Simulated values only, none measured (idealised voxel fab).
Process module under the name voxel wiring stack
Each square cell in cross-section cut measures 5 nm, and the section as a whole is 200 nm wide.
Just so we're on the same page, the cross-sections are grids of square cells, and they're listed out in bands top to bottom, each band one or more rows deep. For a band, the entry starts with two heights in nm, that of the top and then that of the bottom, and carries on with the band's materials in order from left to right, each alongside its width in nm; the word "throughout" beside a single material means it fills the band edge to edge, and "blank" means empty space. It should be noted that heights are counted from 0, beneath which the wafer as supplied is of one material throughout, and that the lowest band possesses no lower boundary but continues downward, as written in "0 nm and below". Width: "30->40" (first number = top row, second number = bottom row, same change from row to row of cells). For the purposes of this document, the phrase "remained the same" attached to a step denotes that no cell within the cross-section was modified by that step. For the entry "Voids, sealed", the listed items are empty spaces with no open way to the top whose size is 8 cells or more; each item follows the pattern width x height at distance, where distance is from the left edge and all three are in nm. That trailing text on a step's line, after the settings, is the simulator's own remark on the step. The line of a step may include "overlay nm". On a step with a mask, this value is how far to the right of its planned place the mask lay. A negative value means the mask lay to the left.
-- plan
1 RECEIVE | material Si
2 CONFORMAL_DEP | material SiO2 | thk nm 10
3 DIRECTIONAL_DEP | material TiN | thk nm 5
4 DIRECTIONAL_DEP | material W | thk nm 15
5 DIRECTIONAL_DEP | material aC | thk nm 10
6 PATTERN | tone cover | mask id METAL_1 | material resist | width nm 30 | pitch nm 60 | thk nm 25 | overlay nm 0
7 DIRECTIONAL_ETCH | etch materials aC | depth nm 10
8 STRIP | etch materials resist
9 DIRECTIONAL_ETCH | etch materials W | depth nm 15
10 DIRECTIONAL_ETCH | etch materials TiN | depth nm 5
11 STRIP | etch materials aC
12 FILL_DEP | material lowk | thk nm 10
13 CMP | height nm 30
14 CONFORMAL_DEP | material SiCN | thk nm 5
15 DIRECTIONAL_DEP | material SiO2 | thk nm 30
16 MASKED_ETCH | tone open | mask id METAL_2_HOLES | width nm 15 | pitch nm 120 | etch materials SiO2 | depth nm 30 | overlay nm 0
17 MASKED_ETCH | tone open | mask id METAL_2 | width nm 30 | pitch nm 60 | etch materials SiO2 | depth nm 15 | overlay nm 0
18 MASKED_ETCH | tone open | mask id METAL_2 | width nm 30 | pitch nm 60 | etch materials SiCN | depth nm 5 | overlay nm 0
19 CONFORMAL_DEP | material TiN | thk nm 5
20 FILL_DEP | material Ru | thk nm 5
21 CMP | height nm 65
22 CONFORMAL_DEP | material SiCN | thk nm 5
23 DIRECTIONAL_DEP | material SiO2 | thk nm 15
24 MASKED_ETCH | tone open | mask id PLUG_2 | width nm 15 | pitch nm 60 | etch materials SiO2 | depth nm 15 | overlay nm 0
25 MASKED_ETCH | tone open | mask id PLUG_2 | width nm 15 | pitch nm 60 | etch materials SiCN | depth nm 5 | overlay nm 0
26 EPI | material Ru | thk nm 10
27 EPI | material Ru | thk nm 10
28 CONFORMAL_DEP | material SiN | thk nm 5
29 DIRECTIONAL_DEP | material SiO2 | thk nm 25
30 PATTERN | tone open | mask id METAL_3 | material resist | width nm 30 | pitch nm 60 | thk nm 20 | overlay nm 0
31 DIRECTIONAL_ETCH | etch materials SiO2 | depth nm 25
32 DIRECTIONAL_ETCH | etch materials SiN | depth nm 5
33 STRIP | etch materials resist
34 CONFORMAL_DEP | material TiN | thk nm 5
35 FILL_DEP | material Ru | thk nm 5
36 CMP | height nm 115
37 CONFORMAL_DEP | material SiN | thk nm 5
-- Of two wafers, the first: run according to plan
-- Cross-section, incoming material, after step 1
- 0 nm and below | Si throughout
- Voids, sealed: none
-- Wafer xsec, post step 2
- 10 nm to 0 nm | SiO2 throughout
- Nothing below the height 0 has changed.
-- Wafer xsec, post step 3
- 15 nm to 10 nm | TiN throughout
- Nothing below the height 10 has changed.
-- Wafer xsec, post step 4
- 30 nm to 15 nm | W throughout
- Nothing below the height 15 has changed.
-- Wafer xsec, post step 5
- 40 nm to 30 nm | aC throughout
- Nothing below the height 30 has changed.
-- Wafer xsec, post step 6
- 65 nm to 40 nm | 25 blank  30 resist  30 blank  30 resist  30 blank  30 resist  25 blank
- Nothing below the height 40 has changed.
-- Wafer xsec, post step 7
- 55 nm to 40 nm | 25 blank  30 resist  30 blank  30 resist  30 blank  30 resist  25 blank
- 40 nm to 30 nm | 25 blank  30 aC  30 blank  30 aC  30 blank  30 aC  25 blank
- Nothing below the height 30 has changed.
-- Wafer xsec, post step 8
- 40 nm to 30 nm | 25 blank  30 aC  30 blank  30 aC  30 blank  30 aC  25 blank
- Nothing below the height 30 has changed.
-- Wafer xsec, post step 9
- 40 nm to 30 nm | 25 blank  30 aC  30 blank  30 aC  30 blank  30 aC  25 blank
- 30 nm to 15 nm | 25 blank  30 W  30 blank  30 W  30 blank  30 W  25 blank
- Nothing below the height 15 has changed.
-- Wafer xsec, post step 10
- 40 nm to 30 nm | 25 blank  30 aC  30 blank  30 aC  30 blank  30 aC  25 blank
- 30 nm to 15 nm | 25 blank  30 W  30 blank  30 W  30 blank  30 W  25 blank
- 15 nm to 10 nm | 25 blank  30 TiN  30 blank  30 TiN  30 blank  30 TiN  25 blank
- Nothing below the height 10 has changed.
-- Wafer xsec, post step 11
- 30 nm to 15 nm | 25 blank  30 W  30 blank  30 W  30 blank  30 W  25 blank
- Nothing below the height 15 has changed.
-- Wafer xsec, post step 12
- 40 nm to 30 nm | lowk throughout
- 30 nm to 15 nm | 25 lowk  30 W  30 lowk  30 W  30 lowk  30 W  25 lowk
- 15 nm to 10 nm | 25 lowk  30 TiN  30 lowk  30 TiN  30 lowk  30 TiN  25 lowk
- Nothing below the height 10 has changed.
-- Wafer xsec, post step 13
- 30 nm to 15 nm | 25 lowk  30 W  30 lowk  30 W  30 lowk  30 W  25 lowk
- Nothing below the height 15 has changed.
-- Wafer xsec, post step 14
- 35 nm to 30 nm | SiCN throughout
- Nothing below the height 30 has changed.
-- Wafer xsec, post step 15
- 65 nm to 35 nm | SiO2 throughout
- Nothing below the height 35 has changed.
-- Wafer xsec, post step 16
- 65 nm to 35 nm | 25 SiO2  15 blank  105 SiO2  15 blank  40 SiO2
- Nothing below the height 35 has changed.
-- Wafer xsec, post step 17
- 65 nm to 50 nm | 25 SiO2  30 blank  30 SiO2  30 blank  30 SiO2  30 blank  25 SiO2
- Nothing below the height 50 has changed.
-- Wafer xsec, post step 18
- 65 nm to 50 nm | 25 SiO2  30 blank  30 SiO2  30 blank  30 SiO2  30 blank  25 SiO2
- 50 nm to 35 nm | 25 SiO2  15 blank  105 SiO2  15 blank  40 SiO2
- 35 nm to 30 nm | 25 SiCN  15 blank  105 SiCN  15 blank  40 SiCN
- Nothing below the height 30 has changed.
-- Wafer xsec, post step 19
- 70 nm to 65 nm | 30 TiN  20 blank  40 TiN  20 blank  40 TiN  20 blank  30 TiN
- 65 nm to 55 nm | 25 SiO2  5 TiN  20 blank  5 TiN  30 SiO2  5 TiN  20 blank  5 TiN  30 SiO2  5 TiN  20 blank  5 TiN  25 SiO2
- 55 nm to 50 nm | 25 SiO2  5 TiN  5 blank  20 TiN  30 SiO2  30 TiN  30 SiO2  5 TiN  5 blank  20 TiN  25 SiO2
- 50 nm to 35 nm | 25 SiO2  5 TiN  5 blank  5 TiN  105 SiO2  5 TiN  5 blank  5 TiN  40 SiO2
- 35 nm to 30 nm | 25 SiCN  15 TiN  105 SiCN  15 TiN  40 SiCN
- Nothing below the height 30 has changed.
-- Wafer xsec, post step 20
- 75 nm to 70 nm | Ru throughout
- 70 nm to 65 nm | 30 TiN  20 Ru  40 TiN  20 Ru  40 TiN  20 Ru  30 TiN
- 65 nm to 55 nm | 25 SiO2  5 TiN  20 Ru  5 TiN  30 SiO2  5 TiN  20 Ru  5 TiN  30 SiO2  5 TiN  20 Ru  5 TiN  25 SiO2
- 55 nm to 50 nm | 25 SiO2  5 TiN  5 Ru  20 TiN  30 SiO2  30 TiN  30 SiO2  5 TiN  5 Ru  20 TiN  25 SiO2
- 50 nm to 35 nm | 25 SiO2  5 TiN  5 Ru  5 TiN  105 SiO2  5 TiN  5 Ru  5 TiN  40 SiO2
- Nothing below the height 35 has changed.
-- Wafer xsec, post step 21
- 65 nm to 55 nm | 25 SiO2  5 TiN  20 Ru  5 TiN  30 SiO2  5 TiN  20 Ru  5 TiN  30 SiO2  5 TiN  20 Ru  5 TiN  25 SiO2
- Nothing below the height 55 has changed.
-- Wafer xsec, post step 22
- 70 nm to 65 nm | SiCN throughout
- Nothing below the height 65 has changed.
-- Wafer xsec, post step 23
- 85 nm to 70 nm | SiO2 throughout
- Nothing below the height 70 has changed.
-- Wafer xsec, post step 24
- 85 nm to 70 nm | 25 SiO2  15 blank  45 SiO2  15 blank  45 SiO2  15 blank  40 SiO2
- Nothing below the height 70 has changed.
-- Wafer xsec, post step 25
- 85 nm to 70 nm | 25 SiO2  15 blank  45 SiO2  15 blank  45 SiO2  15 blank  40 SiO2
- 70 nm to 65 nm | 25 SiCN  15 blank  45 SiCN  15 blank  45 SiCN  15 blank  40 SiCN
- Nothing below the height 65 has changed.
-- Wafer xsec, post step 26
- 85 nm to 75 nm | 25 SiO2  15 blank  45 SiO2  15 blank  45 SiO2  15 blank  40 SiO2
- 75 nm to 70 nm | 25 SiO2  15 Ru  45 SiO2  15 Ru  45 SiO2  15 Ru  40 SiO2
- 70 nm to 65 nm | 25 SiCN  15 Ru  45 SiCN  15 Ru  45 SiCN  15 Ru  40 SiCN
- Nothing below the height 65 has changed.
-- Wafer xsec, post step 27
- 85 nm to 70 nm | 25 SiO2  15 Ru  45 SiO2  15 Ru  45 SiO2  15 Ru  40 SiO2
- Nothing below the height 70 has changed.
-- Wafer xsec, post step 28
- 90 nm to 85 nm | SiN throughout
- Nothing below the height 85 has changed.
-- Wafer xsec, post step 29
- 115 nm to 90 nm | SiO2 throughout
- Nothing below the height 90 has changed.
-- Wafer xsec, post step 30
- 135 nm to 115 nm | 25 resist  30 blank  30 resist  30 blank  30 resist  30 blank  25 resist
- Nothing below the height 115 has changed.
-- Wafer xsec, post step 31
- 135 nm to 115 nm | 25 resist  30 blank  30 resist  30 blank  30 resist  30 blank  25 resist
- 115 nm to 90 nm | 25 SiO2  30 blank  30 SiO2  30 blank  30 SiO2  30 blank  25 SiO2
- Nothing below the height 90 has changed.
-- Wafer xsec, post step 32
- 135 nm to 115 nm | 25 resist  30 blank  30 resist  30 blank  30 resist  30 blank  25 resist
- 115 nm to 90 nm | 25 SiO2  30 blank  30 SiO2  30 blank  30 SiO2  30 blank  25 SiO2
- 90 nm to 85 nm | 25 SiN  30 blank  30 SiN  30 blank  30 SiN  30 blank  25 SiN
- Nothing below the height 85 has changed.
-- Wafer xsec, post step 33
- 115 nm to 90 nm | 25 SiO2  30 blank  30 SiO2  30 blank  30 SiO2  30 blank  25 SiO2
- Nothing below the height 90 has changed.
-- Wafer xsec, post step 34
- 120 nm to 115 nm | 30 TiN  20 blank  40 TiN  20 blank  40 TiN  20 blank  30 TiN
- 115 nm to 90 nm | 25 SiO2  5 TiN  20 blank  5 TiN  30 SiO2  5 TiN  20 blank  5 TiN  30 SiO2  5 TiN  20 blank  5 TiN  25 SiO2
- 90 nm to 85 nm | 25 SiN  30 TiN  30 SiN  30 TiN  30 SiN  30 TiN  25 SiN
- Nothing below the height 85 has changed.
-- Wafer xsec, post step 35
- 125 nm to 120 nm | Ru throughout
- 120 nm to 115 nm | 30 TiN  20 Ru  40 TiN  20 Ru  40 TiN  20 Ru  30 TiN
- 115 nm to 90 nm | 25 SiO2  5 TiN  20 Ru  5 TiN  30 SiO2  5 TiN  20 Ru  5 TiN  30 SiO2  5 TiN  20 Ru  5 TiN  25 SiO2
- Nothing below the height 90 has changed.
-- Wafer xsec, post step 36
- 115 nm to 90 nm | 25 SiO2  5 TiN  20 Ru  5 TiN  30 SiO2  5 TiN  20 Ru  5 TiN  30 SiO2  5 TiN  20 Ru  5 TiN  25 SiO2
- Nothing below the height 90 has changed.
-- Wafer xsec, post step 37
- 120 nm to 115 nm | SiN throughout
- Nothing below the height 115 has changed.
-- Wafer two of the pair: same origin, same plan, one error during the run; identical to wafer one up to and including step 23
-- Second wafer at the planned finish of step 24, seen in cross-section
- 85 nm to 70 nm | 25 blank  15 SiO2  45 blank  15 SiO2  45 blank  15 SiO2  40 blank
- Nothing below the height 70 has changed.
Second wafer at the planned finish of step 25, seen in cross-section: remained the same
Second wafer at the planned finish of step 26, seen in cross-section: remained the same
Second wafer at the planned finish of step 27, seen in cross-section: remained the same
-- Second wafer at the planned finish of step 28, seen in cross-section
- 90 nm to 85 nm | 20 blank  25 SiN  35 blank  25 SiN  35 blank  25 SiN  35 blank
- 85 nm to 75 nm | 20 blank  5 SiN  15 SiO2  5 SiN  35 blank  5 SiN  15 SiO2  5 SiN  35 blank  5 SiN  15 SiO2  5 SiN  35 blank
- 75 nm to 70 nm | 25 SiN  15 SiO2  45 SiN  15 SiO2  45 SiN  15 SiO2  40 SiN
- Nothing below the height 70 has changed.
-- Second wafer at the planned finish of step 29, seen in cross-section
- 115 nm to 100 nm | 20 blank  25 SiO2  35 blank  25 SiO2  35 blank  25 SiO2  35 blank
- 100 nm to 90 nm | SiO2 throughout
- 90 nm to 85 nm | 20 SiO2  25 SiN  35 SiO2  25 SiN  35 SiO2  25 SiN  35 SiO2
- 85 nm to 75 nm | 20 SiO2  5 SiN  15 SiO2  5 SiN  35 SiO2  5 SiN  15 SiO2  5 SiN  35 SiO2  5 SiN  15 SiO2  5 SiN  35 SiO2
- Nothing below the height 75 has changed.
-- Second wafer at the planned finish of step 30, seen in cross-section
- 135 nm to 115 nm | 25 resist  30 blank  30 resist  30 blank  30 resist  30 blank  25 resist
- 115 nm to 100 nm | 20 resist  25 SiO2  10 blank  25 resist  25 SiO2  10 blank  25 resist  25 SiO2  10 blank  25 resist
- Nothing below the height 100 has changed.
-- Second wafer at the planned finish of step 31, seen in cross-section
- 135 nm to 115 nm | 25 resist  30 blank  30 resist  30 blank  30 resist  30 blank  25 resist
- 115 nm to 100 nm | 20 resist  5 SiO2  30 blank  25 resist  5 SiO2  30 blank  25 resist  5 SiO2  30 blank  25 resist
- 100 nm to 90 nm | 25 SiO2  30 blank  30 SiO2  30 blank  30 SiO2  30 blank  25 SiO2
- 90 nm to 85 nm | 20 SiO2  25 SiN  10 blank  25 SiO2  25 SiN  10 blank  25 SiO2  25 SiN  10 blank  25 SiO2
- 85 nm to 75 nm | 20 SiO2  5 SiN  15 SiO2  5 SiN  10 blank  25 SiO2  5 SiN  15 SiO2  5 SiN  10 blank  25 SiO2  5 SiN  15 SiO2  5 SiN  10 blank  25 SiO2
- Nothing below the height 75 has changed.
-- Second wafer at the planned finish of step 32, seen in cross-section
- 135 nm to 115 nm | 25 resist  30 blank  30 resist  30 blank  30 resist  30 blank  25 resist
- 115 nm to 100 nm | 20 resist  5 SiO2  30 blank  25 resist  5 SiO2  30 blank  25 resist  5 SiO2  30 blank  25 resist
- 100 nm to 90 nm | 25 SiO2  30 blank  30 SiO2  30 blank  30 SiO2  30 blank  25 SiO2
- 90 nm to 85 nm | 20 SiO2  5 SiN  30 blank  25 SiO2  5 SiN  30 blank  25 SiO2  5 SiN  30 blank  25 SiO2
- 85 nm to 75 nm | 20 SiO2  5 SiN  15 SiO2  5 SiN  10 blank  25 SiO2  5 SiN  15 SiO2  5 SiN  10 blank  25 SiO2  5 SiN  15 SiO2  5 SiN  10 blank  25 SiO2
- 75 nm to 70 nm | 25 SiN  15 SiO2  5 SiN  10 blank  30 SiN  15 SiO2  5 SiN  10 blank  30 SiN  15 SiO2  5 SiN  10 blank  25 SiN
- Nothing below the height 70 has changed.
-- Second wafer at the planned finish of step 33, seen in cross-section
- 115 nm to 100 nm | 20 blank  5 SiO2  55 blank  5 SiO2  55 blank  5 SiO2  55 blank
- Nothing below the height 100 has changed.
-- Second wafer at the planned finish of step 34, seen in cross-section
- 120 nm to 115 nm | 15 blank  15 TiN  45 blank  15 TiN  45 blank  15 TiN  50 blank
- 115 nm to 105 nm | 15 blank  5 TiN  5 SiO2  5 TiN  45 blank  5 TiN  5 SiO2  5 TiN  45 blank  5 TiN  5 SiO2  5 TiN  50 blank
- 105 nm to 100 nm | 20 TiN  5 SiO2  5 TiN  20 blank  30 TiN  5 SiO2  5 TiN  20 blank  30 TiN  5 SiO2  5 TiN  20 blank  30 TiN
- 100 nm to 90 nm | 25 SiO2  5 TiN  20 blank  5 TiN  30 SiO2  5 TiN  20 blank  5 TiN  30 SiO2  5 TiN  20 blank  5 TiN  25 SiO2
- 90 nm to 85 nm | 20 SiO2  5 SiN  30 TiN  25 SiO2  5 SiN  30 TiN  25 SiO2  5 SiN  30 TiN  25 SiO2
- 85 nm to 75 nm | 20 SiO2  5 SiN  15 SiO2  5 SiN  10 TiN  25 SiO2  5 SiN  15 SiO2  5 SiN  10 TiN  25 SiO2  5 SiN  15 SiO2  5 SiN  10 TiN  25 SiO2
- 75 nm to 70 nm | 25 SiN  15 SiO2  5 SiN  10 TiN  30 SiN  15 SiO2  5 SiN  10 TiN  30 SiN  15 SiO2  5 SiN  10 TiN  25 SiN
- Nothing below the height 70 has changed.
-- Second wafer at the planned finish of step 35, seen in cross-section
- 125 nm to 120 nm | Ru throughout
- 120 nm to 115 nm | 15 Ru  15 TiN  45 Ru  15 TiN  45 Ru  15 TiN  50 Ru
- 115 nm to 105 nm | 15 Ru  5 TiN  5 SiO2  5 TiN  45 Ru  5 TiN  5 SiO2  5 TiN  45 Ru  5 TiN  5 SiO2  5 TiN  50 Ru
- 105 nm to 100 nm | 20 TiN  5 SiO2  5 TiN  20 Ru  30 TiN  5 SiO2  5 TiN  20 Ru  30 TiN  5 SiO2  5 TiN  20 Ru  30 TiN
- 100 nm to 90 nm | 25 SiO2  5 TiN  20 Ru  5 TiN  30 SiO2  5 TiN  20 Ru  5 TiN  30 SiO2  5 TiN  20 Ru  5 TiN  25 SiO2
- Nothing below the height 90 has changed.
-- Second wafer at the planned finish of step 36, seen in cross-section
- 115 nm to 105 nm | 15 Ru  5 TiN  5 SiO2  5 TiN  45 Ru  5 TiN  5 SiO2  5 TiN  45 Ru  5 TiN  5 SiO2  5 TiN  50 Ru
- Nothing below the height 105 has changed.
-- Second wafer at the planned finish of step 37, seen in cross-section
- 120 nm to 115 nm | SiN throughout
- Nothing below the height 115 has changed.
Diagnosis: step 24 deviated from plan and actually ran as MASKED_ETCH | tone cover | mask id PLUG_2 | width nm 15 | pitch nm 60 | etch materials SiO2 | depth nm 15 | overlay nm 0
In the final state, the cell counts of the second wafer exceed or fall short of those of the first for the following materials: Ru +2, SiCN +9, SiN +18, SiO2 -66, TiN +37
